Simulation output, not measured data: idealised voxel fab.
This is a process module. Its name is voxel quadruple lines.
The figure presents cross-section cut, which has a width of 300 nm and is divided into square cells with an edge length of 5 nm.
A cross-section is written here as square cells arranged in a grid, and it is given in bands from the top down, each band taking up one or more rows of cells. The entry gives the band's vertical extent as a top height and a bottom height in nm, then its horizontal make-up as materials from left to right, each with a width in nm. "blank" stands for empty space; a single material marked "throughout" fills the band edge to edge. All heights in this document are referenced to 0, defined as the level beneath which the wafer, as received, consists entirely of one material. The lowest band is not bounded below; it extends indefinitely downward and is written in the form "top 0, no bottom". Width spec "30 to 40" -> top row of cells at first value, bottom row at second value, equal per-row change in between. What does "no modification" mean for a step? It means no cell of the cross-section changed in that step. Enclosed voids (no open way to top), threshold 8 cells or more, entry "Unvented voids", notation width x height at distance, distance from left edge, nm. Note: text after step settings on the step line = simulator remark on that step. overlay nm: where the mask lay relative to plan, measured to the right, on steps with a mask; negatives go left.
-- Process steps (planned)
1) RECEIVE [material Si]
2) CONFORMAL_DEP [material Al2O3] [thk nm 10]
3) DIRECTIONAL_DEP [material W] [thk nm 10]
4) DIRECTIONAL_DEP [material polySi] [thk nm 20]
5) DIRECTIONAL_DEP [material aC] [thk nm 25]
6) PATTERN [tone cover] [mask id MANDREL] [material resist] [width nm 25] [pitch nm 80] [thk nm 35] [overlay nm 0]
7) DIRECTIONAL_ETCH [etch materials aC] [depth nm 25]
8) STRIP [etch materials resist]
9) CONFORMAL_DEP [material SiO2] [thk nm 15]
10) DIRECTIONAL_ETCH [etch materials SiO2] [depth nm 15]
11) STRIP [etch materials aC]
12) DIRECTIONAL_ETCH [etch materials polySi] [depth nm 20]
13) STRIP [etch materials SiO2]
14) CONFORMAL_DEP [material SiN] [thk nm 5]
15) DIRECTIONAL_ETCH [etch materials SiN] [depth nm 5]
16) STRIP [etch materials polySi]
17) DIRECTIONAL_ETCH [etch materials W] [depth nm 10]
18) STRIP [etch materials SiN]
19) FILL_DEP [material lowk] [thk nm 10]
20) CMP [height nm 20]
-- Wafer as received: cross-section following step 1
	top 0, no bottom = Si throughout
	Unvented voids: none
-- Wafer at module end, in section. Began as above, planned as above, run with one mistake
	top 20, bottom 10 = 75 aC, 5 W, 15 aC, 5 W, 15 aC, 5 W, 15 aC, 5 W, 15 aC, 5 W, 15 aC, 5 W, 15 aC, 5 W, 15 aC, 5 W, 80 aC
	top 10, bottom 0 = Al2O3 throughout
	top 0, no bottom = Si throughout
	Unvented voids: none
Diagnosis: step 19 did not use the planned setting and instead ran as FILL_DEP [material aC] [thk nm 10]
